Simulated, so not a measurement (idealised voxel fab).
Proc. module: voxel wiring stack
Cross-section cut: width 275 nm, square cells of 5 nm.
Cross-section format: a grid of square cells, given as bands from top to bottom; each band is one or more rows of cells.
Read a band's entry like this: the first values are the height of its top and the height of its bottom in nm, and what follows is the sequence of materials from left to right, each with its width in nm. Note that "air" is empty space, and that a single material marked "throughout" reaches across the band from edge to edge.
The reference from which all heights are counted is 0, the level beneath which the as-received wafer is entirely one material; the lowest band, having no lower bound, proceeds downward and is written after the example "0 -> down".
Note: "30..40" means the width goes from the first number (top row of the band) to the second number (bottom row) in equal steps per row of cells.
No cell of the cross-section changed in a step that is given as "nothing got changed".
Empty spaces counting at least 8 cells and having no open way to the top are listed in "Non-vented voids". The notation width x height at distance is used for each, the distance being from the left edge and all three values in nm.
That trailing text on a step's line, after the settings, is the simulator's own remark on the step.
The "overlay nm" setting may appear on a step's line; for a step that uses a mask, it gives how far to the right of its planned position the mask lay, and a negative value indicates the left.
# Intended process steps
1) RECEIVE [material Si]
2) CONFORMAL_DEP [material SiO2] [thk nm 15]
3) CONFORMAL_DEP [material SiCN] [thk nm 5]
4) DIRECTIONAL_DEP [material SiO2] [thk nm 20]
5) DIRECTIONAL_DEP [material aC] [thk nm 15]
6) PATTERN [tone open] [mask id METAL_1] [material resist] [width nm 30] [pitch nm 45] [thk nm 30] [overlay nm 0]
7) DIRECTIONAL_ETCH [etch materials aC] [depth nm 15]
8) STRIP [etch materials resist]
9) DIRECTIONAL_ETCH [etch materials SiO2] [depth nm 20]
10) DIRECTIONAL_ETCH [etch materials SiCN] [depth nm 5]
11) STRIP [etch materials aC]
12) CONFORMAL_DEP [material TiN] [thk nm 5]
13) FILL_DEP [material Cu] [thk nm 5]
14) CMP [height nm 40]
15) CONFORMAL_DEP [material SiCN] [thk nm 5]
16) DIRECTIONAL_DEP [material lowk] [thk nm 30]
17) PATTERN [tone open] [mask id METAL_2] [material resist] [width nm 30] [pitch nm 45] [thk nm 15] [overlay nm 0]
18) DIRECTIONAL_ETCH [etch materials lowk] [depth nm 15]
19) STRIP [etch materials resist]
20) PATTERN [tone open] [mask id METAL_2_HOLES] [material resist] [width nm 15] [pitch nm 90] [thk nm 20] [overlay nm 0]
21) DIRECTIONAL_ETCH [etch materials lowk] [depth nm 15]
22) DIRECTIONAL_ETCH [etch materials SiCN] [depth nm 5]
23) STRIP [etch materials resist]
24) CONFORMAL_DEP [material TiN] [thk nm 5]
25) FILL_DEP [material Cu] [thk nm 5]
26) CMP [height nm 75]
27) CONFORMAL_DEP [material SiCN] [thk nm 5]
28) DIRECTIONAL_DEP [material lowk] [thk nm 25]
29) DIRECTIONAL_DEP [material aC] [thk nm 15]
30) PATTERN [tone open] [mask id METAL_3] [material resist] [width nm 30] [pitch nm 45] [thk nm 30] [overlay nm 0]
31) DIRECTIONAL_ETCH [etch materials aC] [depth nm 15]
32) STRIP [etch materials resist]
33) DIRECTIONAL_ETCH [etch materials lowk] [depth nm 15]
34) STRIP [etch materials aC]
35) DIRECTIONAL_DEP [material aC] [thk nm 10]
36) PATTERN [tone open] [mask id METAL_3_HOLES] [material resist] [width nm 15] [pitch nm 90] [thk nm 25] [overlay nm 0]
37) DIRECTIONAL_ETCH [etch materials aC] [depth nm 10]
38) STRIP [etch materials resist]
39) DIRECTIONAL_ETCH [etch materials lowk] [depth nm 10]
40) DIRECTIONAL_ETCH [etch materials SiCN] [depth nm 5]
41) STRIP [etch materials aC]
42) CONFORMAL_DEP [material TiN] [thk nm 5]
43) FILL_DEP [material Cu] [thk nm 5]
44) CMP [height nm 105]
45) CONFORMAL_DEP [material SiCN] [thk nm 5]
# The first of two wafers, run as planned
# As-received wafer cross-section (after step 1)
	0 -> down  Si throughout
	Non-vented voids: none
# After step 2: wafer cross-section
	15 -> 0  SiO2 throughout
	Beneath the level 0, the cross-section is identical to its previous state.
# After step 3: wafer cross-section
	20 -> 15  SiCN throughout
	Beneath the level 15, the cross-section is identical to its previous state.
# After step 4: wafer cross-section
	40 -> 20  SiO2 throughout
	Beneath the level 20, the cross-section is identical to its previous state.
# After step 5: wafer cross-section
	55 -> 40  aC throughout
	Beneath the level 40, the cross-section is identical to its previous state.
# After step 6: wafer cross-section
	85 -> 55  resist (75)  air (30)  resist (15)  air (30)  resist (15)  air (30)  resist (80)
	Beneath the level 55, the cross-section is identical to its previous state.
# After step 7: wafer cross-section
	70 -> 55  resist (75)  air (30)  resist (15)  air (30)  resist (15)  air (30)  resist (80)
	55 -> 40  aC (75)  air (30)  aC (15)  air (30)  aC (15)  air (30)  aC (80)
	Beneath the level 40, the cross-section is identical to its previous state.
# After step 8: wafer cross-section
	55 -> 40  aC (75)  air (30)  aC (15)  air (30)  aC (15)  air (30)  aC (80)
	Beneath the level 40, the cross-section is identical to its previous state.
# After step 9: wafer cross-section
	55 -> 40  aC (75)  air (30)  aC (15)  air (30)  aC (15)  air (30)  aC (80)
	40 -> 20  SiO2 (75)  air (30)  SiO2 (15)  air (30)  SiO2 (15)  air (30)  SiO2 (80)
	Beneath the level 20, the cross-section is identical to its previous state.
# After step 10: wafer cross-section
	55 -> 40  aC (75)  air (30)  aC (15)  air (30)  aC (15)  air (30)  aC (80)
	40 -> 20  SiO2 (75)  air (30)  SiO2 (15)  air (30)  SiO2 (15)  air (30)  SiO2 (80)
	20 -> 15  SiCN (75)  air (30)  SiCN (15)  air (30)  SiCN (15)  air (30)  SiCN (80)
	Beneath the level 15, the cross-section is identical to its previous state.
# After step 11: wafer cross-section
	40 -> 20  SiO2 (75)  air (30)  SiO2 (15)  air (30)  SiO2 (15)  air (30)  SiO2 (80)
	Beneath the level 20, the cross-section is identical to its previous state.
# After step 12: wafer cross-section
	45 -> 40  TiN (80)  air (20)  TiN (25)  air (20)  TiN (25)  air (20)  TiN (85)
	40 -> 20  SiO2 (75)  TiN (5)  air (20)  TiN (5)  SiO2 (15)  TiN (5)  air (20)  TiN (5)  SiO2 (15)  TiN (5)  air (20)  TiN (5)  SiO2 (80)
	20 -> 15  SiCN (75)  TiN (30)  SiCN (15)  TiN (30)  SiCN (15)  TiN (30)  SiCN (80)
	Beneath the level 15, the cross-section is identical to its previous state.
# After step 13: wafer cross-section
	50 -> 45  Cu throughout
	45 -> 40  TiN (80)  Cu (20)  TiN (25)  Cu (20)  TiN (25)  Cu (20)  TiN (85)
	40 -> 20  SiO2 (75)  TiN (5)  Cu (20)  TiN (5)  SiO2 (15)  TiN (5)  Cu (20)  TiN (5)  SiO2 (15)  TiN (5)  Cu (20)  TiN (5)  SiO2 (80)
	Beneath the level 20, the cross-section is identical to its previous state.
# After step 14: wafer cross-section
	40 -> 20  SiO2 (75)  TiN (5)  Cu (20)  TiN (5)  SiO2 (15)  TiN (5)  Cu (20)  TiN (5)  SiO2 (15)  TiN (5)  Cu (20)  TiN (5)  SiO2 (80)
	Beneath the level 20, the cross-section is identical to its previous state.
# After step 15: wafer cross-section
	45 -> 40  SiCN throughout
	Beneath the level 40, the cross-section is identical to its previous state.
# After step 16: wafer cross-section
	75 -> 45  lowk throughout
	Beneath the level 45, the cross-section is identical to its previous state.
# After step 17: wafer cross-section
	90 -> 75  resist (75)  air (30)  resist (15)  air (30)  resist (15)  air (30)  resist (80)
	Beneath the level 75, the cross-section is identical to its previous state.
# After step 18: wafer cross-section
	90 -> 75  resist (75)  air (30)  resist (15)  air (30)  resist (15)  air (30)  resist (80)
	75 -> 60  lowk (75)  air (30)  lowk (15)  air (30)  lowk (15)  air (30)  lowk (80)
	Beneath the level 60, the cross-section is identical to its previous state.
# After step 19: wafer cross-section
	75 -> 60  lowk (75)  air (30)  lowk (15)  air (30)  lowk (15)  air (30)  lowk (80)
	Beneath the level 60, the cross-section is identical to its previous state.
# After step 20: wafer cross-section
	95 -> 75  resist (75)  air (15)  resist (75)  air (15)  resist (95)
	75 -> 60  lowk (75)  air (15)  resist (15)  lowk (15)  resist (30)  lowk (15)  air (15)  resist (15)  lowk (80)
	Beneath the level 60, the cross-section is identical to its previous state.
# After step 21: wafer cross-section
	95 -> 75  resist (75)  air (15)  resist (75)  air (15)  resist (95)
	75 -> 60  lowk (75)  air (15)  resist (15)  lowk (15)  resist (30)  lowk (15)  air (15)  resist (15)  lowk (80)
	60 -> 45  lowk (75)  air (15)  lowk (75)  air (15)  lowk (95)
	Beneath the level 45, the cross-section is identical to its previous state.
# After step 22: wafer cross-section
	95 -> 75  resist (75)  air (15)  resist (75)  air (15)  resist (95)
	75 -> 60  lowk (75)  air (15)  resist (15)  lowk (15)  resist (30)  lowk (15)  air (15)  resist (15)  lowk (80)
	60 -> 45  lowk (75)  air (15)  lowk (75)  air (15)  lowk (95)
	45 -> 40  SiCN (75)  air (15)  SiCN (75)  air (15)  SiCN (95)
	Beneath the level 40, the cross-section is identical to its previous state.
# After step 23: wafer cross-section
	75 -> 60  lowk (75)  air (30)  lowk (15)  air (30)  lowk (15)  air (30)  lowk (80)
	Beneath the level 60, the cross-section is identical to its previous state.
# After step 24: wafer cross-section
	80 -> 75  TiN (80)  air (20)  TiN (25)  air (20)  TiN (25)  air (20)  TiN (85)
	75 -> 65  lowk (75)  TiN (5)  air (20)  TiN (5)  lowk (15)  TiN (5)  air (20)  TiN (5)  lowk (15)  TiN (5)  air (20)  TiN (5)  lowk (80)
	65 -> 60  lowk (75)  TiN (5)  air (5)  TiN (20)  lowk (15)  TiN (30)  lowk (15)  TiN (5)  air (5)  TiN (20)  lowk (80)
	60 -> 45  lowk (75)  TiN (5)  air (5)  TiN (5)  lowk (75)  TiN (5)  air (5)  TiN (5)  lowk (95)
	45 -> 40  SiCN (75)  TiN (15)  SiCN (75)  TiN (15)  SiCN (95)
	Beneath the level 40, the cross-section is identical to its previous state.
# After step 25: wafer cross-section
	85 -> 80  Cu throughout
	80 -> 75  TiN (80)  Cu (20)  TiN (25)  Cu (20)  TiN (25)  Cu (20)  TiN (85)
	75 -> 65  lowk (75)  TiN (5)  Cu (20)  TiN (5)  lowk (15)  TiN (5)  Cu (20)  TiN (5)  lowk (15)  TiN (5)  Cu (20)  TiN (5)  lowk (80)
	65 -> 60  lowk (75)  TiN (5)  Cu (5)  TiN (20)  lowk (15)  TiN (30)  lowk (15)  TiN (5)  Cu (5)  TiN (20)  lowk (80)
	60 -> 45  lowk (75)  TiN (5)  Cu (5)  TiN (5)  lowk (75)  TiN (5)  Cu (5)  TiN (5)  lowk (95)
	Beneath the level 45, the cross-section is identical to its previous state.
# After step 26: wafer cross-section
	75 -> 65  lowk (75)  TiN (5)  Cu (20)  TiN (5)  lowk (15)  TiN (5)  Cu (20)  TiN (5)  lowk (15)  TiN (5)  Cu (20)  TiN (5)  lowk (80)
	Beneath the level 65, the cross-section is identical to its previous state.
# After step 27: wafer cross-section
	80 -> 75  SiCN throughout
	Beneath the level 75, the cross-section is identical to its previous state.
# After step 28: wafer cross-section
	105 -> 80  lowk throughout
	Beneath the level 80, the cross-section is identical to its previous state.
# After step 29: wafer cross-section
	120 -> 105  aC throughout
	Beneath the level 105, the cross-section is identical to its previous state.
# After step 30: wafer cross-section
	150 -> 120  resist (75)  air (30)  resist (15)  air (30)  resist (15)  air (30)  resist (80)
	Beneath the level 120, the cross-section is identical to its previous state.
# After step 31: wafer cross-section
	135 -> 120  resist (75)  air (30)  resist (15)  air (30)  resist (15)  air (30)  resist (80)
	120 -> 105  aC (75)  air (30)  aC (15)  air (30)  aC (15)  air (30)  aC (80)
	Beneath the level 105, the cross-section is identical to its previous state.
# After step 32: wafer cross-section
	120 -> 105  aC (75)  air (30)  aC (15)  air (30)  aC (15)  air (30)  aC (80)
	Beneath the level 105, the cross-section is identical to its previous state.
# After step 33: wafer cross-section
	120 -> 105  aC (75)  air (30)  aC (15)  air (30)  aC (15)  air (30)  aC (80)
	105 -> 90  lowk (75)  air (30)  lowk (15)  air (30)  lowk (15)  air (30)  lowk (80)
	Beneath the level 90, the cross-section is identical to its previous state.
# After step 34: wafer cross-section
	105 -> 90  lowk (75)  air (30)  lowk (15)  air (30)  lowk (15)  air (30)  lowk (80)
	Beneath the level 90, the cross-section is identical to its previous state.
# After step 35: wafer cross-section
	115 -> 105  aC (75)  air (30)  aC (15)  air (30)  aC (15)  air (30)  aC (80)
	105 -> 100  lowk (75)  air (30)  lowk (15)  air (30)  lowk (15)  air (30)  lowk (80)
	100 -> 90  lowk (75)  aC (30)  lowk (15)  aC (30)  lowk (15)  aC (30)  lowk (80)
	Beneath the level 90, the cross-section is identical to its previous state.
# After step 36: wafer cross-section
	140 -> 115  resist (75)  air (15)  resist (75)  air (15)  resist (95)
	115 -> 105  aC (75)  air (15)  resist (15)  aC (15)  resist (30)  aC (15)  air (15)  resist (15)  aC (80)
	105 -> 100  lowk (75)  air (15)  resist (15)  lowk (15)  resist (30)  lowk (15)  air (15)  resist (15)  lowk (80)
	Beneath the level 100, the cross-section is identical to its previous state.
# After step 37: wafer cross-section
	130 -> 115  resist (75)  air (15)  resist (75)  air (15)  resist (95)
	115 -> 105  aC (75)  air (15)  resist (15)  aC (15)  resist (30)  aC (15)  air (15)  resist (15)  aC (80)
	105 -> 100  lowk (75)  air (15)  resist (15)  lowk (15)  resist (30)  lowk (15)  air (15)  resist (15)  lowk (80)
	100 -> 90  lowk (75)  air (15)  aC (15)  lowk (15)  aC (30)  lowk (15)  air (15)  aC (15)  lowk (80)
	Beneath the level 90, the cross-section is identical to its previous state.
# After step 38: wafer cross-section
	115 -> 105  aC (75)  air (30)  aC (15)  air (30)  aC (15)  air (30)  aC (80)
	105 -> 100  lowk (75)  air (30)  lowk (15)  air (30)  lowk (15)  air (30)  lowk (80)
	Beneath the level 100, the cross-section is identical to its previous state.
# After step 39: wafer cross-section
	115 -> 105  aC (75)  air (30)  aC (15)  air (30)  aC (15)  air (30)  aC (80)
	105 -> 100  lowk (75)  air (30)  lowk (15)  air (30)  lowk (15)  air (30)  lowk (80)
	100 -> 90  lowk (75)  air (15)  aC (15)  lowk (15)  aC (30)  lowk (15)  air (15)  aC (15)  lowk (80)
	90 -> 80  lowk (75)  air (15)  lowk (75)  air (15)  lowk (95)
	Beneath the level 80, the cross-section is identical to its previous state.
# After step 40: wafer cross-section
	115 -> 105  aC (75)  air (30)  aC (15)  air (30)  aC (15)  air (30)  aC (80)
	105 -> 100  lowk (75)  air (30)  lowk (15)  air (30)  lowk (15)  air (30)  lowk (80)
	100 -> 90  lowk (75)  air (15)  aC (15)  lowk (15)  aC (30)  lowk (15)  air (15)  aC (15)  lowk (80)
	90 -> 80  lowk (75)  air (15)  lowk (75)  air (15)  lowk (95)
	80 -> 75  SiCN (75)  air (15)  SiCN (75)  air (15)  SiCN (95)
	Beneath the level 75, the cross-section is identical to its previous state.
# After step 41: wafer cross-section
	105 -> 90  lowk (75)  air (30)  lowk (15)  air (30)  lowk (15)  air (30)  lowk (80)
	Beneath the level 90, the cross-section is identical to its previous state.
# After step 42: wafer cross-section
	110 -> 105  TiN (80)  air (20)  TiN (25)  air (20)  TiN (25)  air (20)  TiN (85)
	105 -> 95  lowk (75)  TiN (5)  air (20)  TiN (5)  lowk (15)  TiN (5)  air (20)  TiN (5)  lowk (15)  TiN (5)  air (20)  TiN (5)  lowk (80)
	95 -> 90  lowk (75)  TiN (5)  air (5)  TiN (20)  lowk (15)  TiN (30)  lowk (15)  TiN (5)  air (5)  TiN (20)  lowk (80)
	90 -> 80  lowk (75)  TiN (5)  air (5)  TiN (5)  lowk (75)  TiN (5)  air (5)  TiN (5)  lowk (95)
	80 -> 75  SiCN (75)  TiN (15)  SiCN (75)  TiN (15)  SiCN (95)
	Beneath the level 75, the cross-section is identical to its previous state.
# After step 43: wafer cross-section
	115 -> 110  Cu throughout
	110 -> 105  TiN (80)  Cu (20)  TiN (25)  Cu (20)  TiN (25)  Cu (20)  TiN (85)
	105 -> 95  lowk (75)  TiN (5)  Cu (20)  TiN (5)  lowk (15)  TiN (5)  Cu (20)  TiN (5)  lowk (15)  TiN (5)  Cu (20)  TiN (5)  lowk (80)
	95 -> 90  lowk (75)  TiN (5)  Cu (5)  TiN (20)  lowk (15)  TiN (30)  lowk (15)  TiN (5)  Cu (5)  TiN (20)  lowk (80)
	90 -> 80  lowk (75)  TiN (5)  Cu (5)  TiN (5)  lowk (75)  TiN (5)  Cu (5)  TiN (5)  lowk (95)
	Beneath the level 80, the cross-section is identical to its previous state.
# After step 44: wafer cross-section
	105 -> 95  lowk (75)  TiN (5)  Cu (20)  TiN (5)  lowk (15)  TiN (5)  Cu (20)  TiN (5)  lowk (15)  TiN (5)  Cu (20)  TiN (5)  lowk (80)
	Beneath the level 95, the cross-section is identical to its previous state.
# After step 45: wafer cross-section
	110 -> 105  SiCN throughout
	Beneath the level 105, the cross-section is identical to its previous state.
# Second wafer. Start and plan as for the first. One mistake made in running. Agrees with the first up to and including step 35
# X-section, second wafer, when step 36 was due to finish
	140 -> 115  resist (75)  air (20)  resist (70)  air (20)  resist (90)
	115 -> 105  aC (75)  air (20)  resist (10)  aC (15)  resist (30)  aC (15)  air (20)  resist (10)  aC (80)
	105 -> 100  lowk (75)  air (20)  resist (10)  lowk (15)  resist (30)  lowk (15)  air (20)  resist (10)  lowk (80)
	Beneath the level 100, the cross-section is identical to its previous state.
# X-section, second wafer, when step 37 was due to finish
	130 -> 115  resist (75)  air (20)  resist (70)  air (20)  resist (90)
	115 -> 105  aC (75)  air (20)  resist (10)  aC (15)  resist (30)  aC (15)  air (20)  resist (10)  aC (80)
	105 -> 100  lowk (75)  air (20)  resist (10)  lowk (15)  resist (30)  lowk (15)  air (20)  resist (10)  lowk (80)
	100 -> 90  lowk (75)  air (20)  aC (10)  lowk (15)  aC (30)  lowk (15)  air (20)  aC (10)  lowk (80)
	Beneath the level 90, the cross-section is identical to its previous state.
# X-section, second wafer, when step 38 was due to finish
	115 -> 105  aC (75)  air (30)  aC (15)  air (30)  aC (15)  air (30)  aC (80)
	105 -> 100  lowk (75)  air (30)  lowk (15)  air (30)  lowk (15)  air (30)  lowk (80)
	Beneath the level 100, the cross-section is identical to its previous state.
# X-section, second wafer, when step 39 was due to finish
	115 -> 105  aC (75)  air (30)  aC (15)  air (30)  aC (15)  air (30)  aC (80)
	105 -> 100  lowk (75)  air (30)  lowk (15)  air (30)  lowk (15)  air (30)  lowk (80)
	100 -> 90  lowk (75)  air (20)  aC (10)  lowk (15)  aC (30)  lowk (15)  air (20)  aC (10)  lowk (80)
	90 -> 80  lowk (75)  air (20)  lowk (70)  air (20)  lowk (90)
	Beneath the level 80, the cross-section is identical to its previous state.
# X-section, second wafer, when step 40 was due to finish
	115 -> 105  aC (75)  air (30)  aC (15)  air (30)  aC (15)  air (30)  aC (80)
	105 -> 100  lowk (75)  air (30)  lowk (15)  air (30)  lowk (15)  air (30)  lowk (80)
	100 -> 90  lowk (75)  air (20)  aC (10)  lowk (15)  aC (30)  lowk (15)  air (20)  aC (10)  lowk (80)
	90 -> 80  lowk (75)  air (20)  lowk (70)  air (20)  lowk (90)
	80 -> 75  SiCN (75)  air (20)  SiCN (70)  air (20)  SiCN (90)
	Beneath the level 75, the cross-section is identical to its previous state.
# X-section, second wafer, when step 41 was due to finish
	105 -> 90  lowk (75)  air (30)  lowk (15)  air (30)  lowk (15)  air (30)  lowk (80)
	Beneath the level 90, the cross-section is identical to its previous state.
# X-section, second wafer, when step 42 was due to finish
	110 -> 105  TiN (80)  air (20)  TiN (25)  air (20)  TiN (25)  air (20)  TiN (85)
	105 -> 95  lowk (75)  TiN (5)  air (20)  TiN (5)  lowk (15)  TiN (5)  air (20)  TiN (5)  lowk (15)  TiN (5)  air (20)  TiN (5)  lowk (80)
	95 -> 90  lowk (75)  TiN (5)  air (10)  TiN (15)  lowk (15)  TiN (30)  lowk (15)  TiN (5)  air (10)  TiN (15)  lowk (80)
	90 -> 80  lowk (75)  TiN (5)  air (10)  TiN (5)  lowk (70)  TiN (5)  air (10)  TiN (5)  lowk (90)
	80 -> 75  SiCN (75)  TiN (20)  SiCN (70)  TiN (20)  SiCN (90)
	Beneath the level 75, the cross-section is identical to its previous state.
# X-section, second wafer, when step 43 was due to finish
	115 -> 110  Cu throughout
	110 -> 105  TiN (80)  Cu (20)  TiN (25)  Cu (20)  TiN (25)  Cu (20)  TiN (85)
	105 -> 95  lowk (75)  TiN (5)  Cu (20)  TiN (5)  lowk (15)  TiN (5)  Cu (20)  TiN (5)  lowk (15)  TiN (5)  Cu (20)  TiN (5)  lowk (80)
	95 -> 90  lowk (75)  TiN (5)  Cu (10)  TiN (15)  lowk (15)  TiN (30)  lowk (15)  TiN (5)  Cu (10)  TiN (15)  lowk (80)
	90 -> 80  lowk (75)  TiN (5)  Cu (10)  TiN (5)  lowk (70)  TiN (5)  Cu (10)  TiN (5)  lowk (90)
	Beneath the level 80, the cross-section is identical to its previous state.
# X-section, second wafer, when step 44 was due to finish
	105 -> 95  lowk (75)  TiN (5)  Cu (20)  TiN (5)  lowk (15)  TiN (5)  Cu (20)  TiN (5)  lowk (15)  TiN (5)  Cu (20)  TiN (5)  lowk (80)
	Beneath the level 95, the cross-section is identical to its previous state.
# X-section, second wafer, when step 45 was due to finish
	110 -> 105  SiCN throughout
	Beneath the level 105, the cross-section is identical to its previous state.
Deviation noted in wafer processing: step 36 went in with a setting other than planned; the actual run was PATTERN [tone open] [mask id METAL_3_HOLES] [material resist] [width nm 20] [pitch nm 90] [thk nm 25] [overlay nm 0]
Final comparison by cell count, materials where the second wafer has more or fewer than the first: Cu +6, SiCN -2, lowk -4
